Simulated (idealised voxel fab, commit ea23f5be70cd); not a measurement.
The document below concerns the process module designated voxel plated lines.
cross-section cut | 245 nm wide | cells 5 nm
Notation: cross-section as square-cell grid; stated in bands, top first, going down; one or more cell rows per band.
Within each band entry, the heights of the top and of the bottom of the band appear first, in that order and in nm; the materials of the band then follow from left to right, each with its corresponding width in nm. The designation "throughout" on a single material indicates that it fills the band from edge to edge; the designation "air" indicates empty space.
A quick word on heights: they are counted from 0, and under that level the wafer as it came to us is one material throughout. The lowest band is different from the rest in having no bottom; it simply continues downward, written as in "z 0 and below".
With a width like "30..40", each row of cells in the band differs from the next by the same amount, the top row carrying the first number and the bottom row the second.
A step reported as "left unchanged" is a step in which no cell of the cross-section changed.
"Enclosed internal voids" specifies each empty space that is not open to the top and that occupies no fewer than 8 cells, using the form width x height at distance, the distance measured from the left edge and all three quantities in nm.
Text after the settings on a step's line: the simulator's own remark on that step.
overlay nm: on a step with a mask, how far right of its planned place the mask lay; negative means left.

### These are the steps we planned for the process
- 1: RECEIVE: material Si
- 2: CONFORMAL_DEP: material SiN, thk nm 15
- 3: DIRECTIONAL_DEP: material TiN, thk nm 5
- 4: PATTERN: tone open, mask id LINES, material resist, width nm 20, pitch nm 45, thk nm 15, overlay nm 0
- 5: EPI: material Ru, thk nm 10
- 6: STRIP: etch materials resist
- 7: DIRECTIONAL_ETCH: etch materials TiN, depth nm 5
- 8: CONFORMAL_DEP: material SiO2, thk nm 5

### Cross-section of the wafer at receipt, which is the condition after step 1
z 0 and below  Si throughout
Enclosed internal voids: none

### The plan above was carried out on the starting structure above with one mistake, and this cross-section shows the wafer at the end of the module
z 30 to 20  air 45; Ru 20; air 25; Ru 20; air 25; Ru 20; air 25; Ru 20; air 45
z 20 to 15  air 45; TiN 20; air 25; TiN 20; air 25; TiN 20; air 25; TiN 20; air 45
z 15 to 0  SiN throughout
z 0 and below  Si throughout
Enclosed internal voids: none
Want to know what went wrong? plan step 8: skipped, not run
